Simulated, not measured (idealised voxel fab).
Process module under the name voxel air gaps
Cross-section cut spans 240 nm and uses square cells 5 nm in size.
In this document a cross-section is written as a grid of square cells. It is given as a series of bands, listed from the top down, and a band is one or more rows of cells.
Read a band's entry like this: the first values are the height of its top and the height of its bottom in nm, and what follows is the sequence of materials from left to right, each with its width in nm. Note that "blank" is empty space, and that a single material marked "all across" reaches across the band from edge to edge.
Where do heights start? At 0: under that level the wafer as delivered is made of one material only. And the lowest band has no floor; it just carries on downward, as in "z 0 and below".
So if you see something like "30->40" for the width, read it as the top row of the band sitting at the first number and the bottom row at the second, with every row in between moving by the same amount as the last.
A step reported as "stayed the same" is a step in which no cell of the cross-section changed.
So "Closed void register" is basically the list of trapped voids: any empty space of 8 cells or more that can't reach the top through an opening. They're written width x height at distance, the distance being from the left edge, and it's all nm.
On a step's line, text after the settings is the simulator commenting on that step.
Each step line may optionally specify "overlay nm", which for a step with a mask gives the rightward distance between the mask's planned place and where it lay, a negative value indicating the leftward direction.
So here's the lineup of process steps we planned:
1: RECEIVE | material Si
2: CONFORMAL_DEP | material SiO2 | thk nm 10
3: CONFORMAL_DEP | material SiCN | thk nm 5
4: DIRECTIONAL_DEP | material SiO2 | thk nm 40
5: MASKED_ETCH | tone open | mask id LINES | width nm 15 | pitch nm 45 | etch materials SiO2 | depth nm 40 | overlay nm 0
6: CONFORMAL_DEP | material TiN | thk nm 5
7: FILL_DEP | material Cu | thk nm 10
8: CMP | height nm 55
9: EPI | material Ru | thk nm 10
10: SELECTIVE_ETCH | etch materials SiO2 | depth nm 50
11: CONFORMAL_DEP | material SiCN | thk nm 5
Cross-section, incoming material, after step 1:
- z 0 and below: Si all across
- Closed void register: none
Starting wafer: above. Plan: above. Run: one mistake. Cross-section after the module: below:
- z 70 to 65: SiCN all across
- z 65 to 55: Ru all across
- z 55 to 20: 40 of Cu / 5 of TiN / 15 of SiO2 / 5 of TiN / 20 of Cu / 5 of TiN / 15 of SiO2 / 5 of TiN / 20 of Cu / 5 of TiN / 15 of SiO2 / 5 of TiN / 20 of Cu / 5 of TiN / 15 of SiO2 / 5 of TiN / 40 of Cu
- z 20 to 15: 45 of TiN / 15 of SiO2 / 30 of TiN / 15 of SiO2 / 30 of TiN / 15 of SiO2 / 30 of TiN / 15 of SiO2 / 45 of TiN
- z 15 to 10: SiCN all across
- z 10 to 0: SiO2 all across
- z 0 and below: Si all across
- Closed void register: none
Where did the run depart from the plan? not per plan at step 5, really ran MASKED_ETCH | tone cover | mask id LINES | width nm 15 | pitch nm 45 | etch materials SiO2 | depth nm 40 | overlay nm 0
